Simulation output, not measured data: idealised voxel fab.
The process module presented herein is designated voxel fin reveal.
The figure presents cross-section cut, which has a width of 220 nm and is divided into square cells with an edge length of 5 nm.
Cross-section, as written here: a square-cell grid given band by band from the top down, where a band holds one or more rows of cells. Top, bottom (nm), then materials left to right with widths (nm); lone material tagged "everywhere" fills the whole band edge to edge; "blank" = empty space. Heights are reckoned from 0. Under this level, the received wafer is all of one material. The bottommost band is open-ended downward, for example "0 down". Width: "30->40" (first number = top row, second number = bottom row, same change from row to row of cells). It should be understood that the words "everything unchanged", when stated for a given step, signify that the cross-section underwent no change in any of its cells during that step. "Cavities, sealed" enumerates empty spaces isolated from the top, with no open way to it, that contain at least 8 cells, giving each as width x height at distance from the left edge, all three in nm. On each step's line, the part that comes after the settings is the simulator's own comment on the step. overlay nm: on a step with a mask, how far right of its planned place the mask lay; negative means left.

[Process steps - plan]
1: RECEIVE: material Si
2: CONFORMAL_DEP: material SiN, thk nm 10
3: MASKED_ETCH: tone cover, mask id FINS, width nm 15, pitch nm 45, etch materials SiN, depth nm 10, overlay nm 0
4: MASKED_ETCH: tone cover, mask id FINS, width nm 15, pitch nm 45, etch materials Si, depth nm 35, overlay nm 0
5: OXIDIZE: depth nm 5
6: FILL_DEP: material SiO2, thk nm 10
7: CMP: height nm 10
8: SELECTIVE_ETCH: etch materials SiO2, depth nm 35
9: STRIP: etch materials SiN
Be aware that, although all wafers share a common starting state, the width nm at step 4 differs among them, and the plan displays the first wafer's value.

[first wafer as received, after step 1]
  0 down = Si everywhere
  Cavities, sealed: none

[Cross-section of the first of several wafers, taken after step 9, where the module ends]
  0 to -25 = blank=85  Si=5  blank=40  Si=5  blank=85
  -25 to -40 = SiO2=85  Si=5  SiO2=40  Si=5  SiO2=85
  -40 down = Si everywhere
  Cavities, sealed: none

[Cross-sectional view, end of module, last wafer of several]
  0 to -5 = blank=85  Si=5  blank=40  Si=5  blank=85
  -5 to -25 = blank=80  Si=20  blank=25  Si=20  blank=75
  -25 to -40 = SiO2=80  Si=20  SiO2=25  Si=20  SiO2=75
  -40 down = Si everywhere
  Cavities, sealed: none

[Per wafer (row), end of module: delta in cells per material since receipt, (+) for gained, (-) for lost; closed voids after that]
width nm 15; -336 Si; +126 SiO2; Cavities, sealed: none
width nm 20; -322 Si; +120 SiO2; Cavities, sealed: none
width nm 25; -308 Si; +114 SiO2; Cavities, sealed: none
width nm 30; -294 Si; +108 SiO2; Cavities, sealed: none
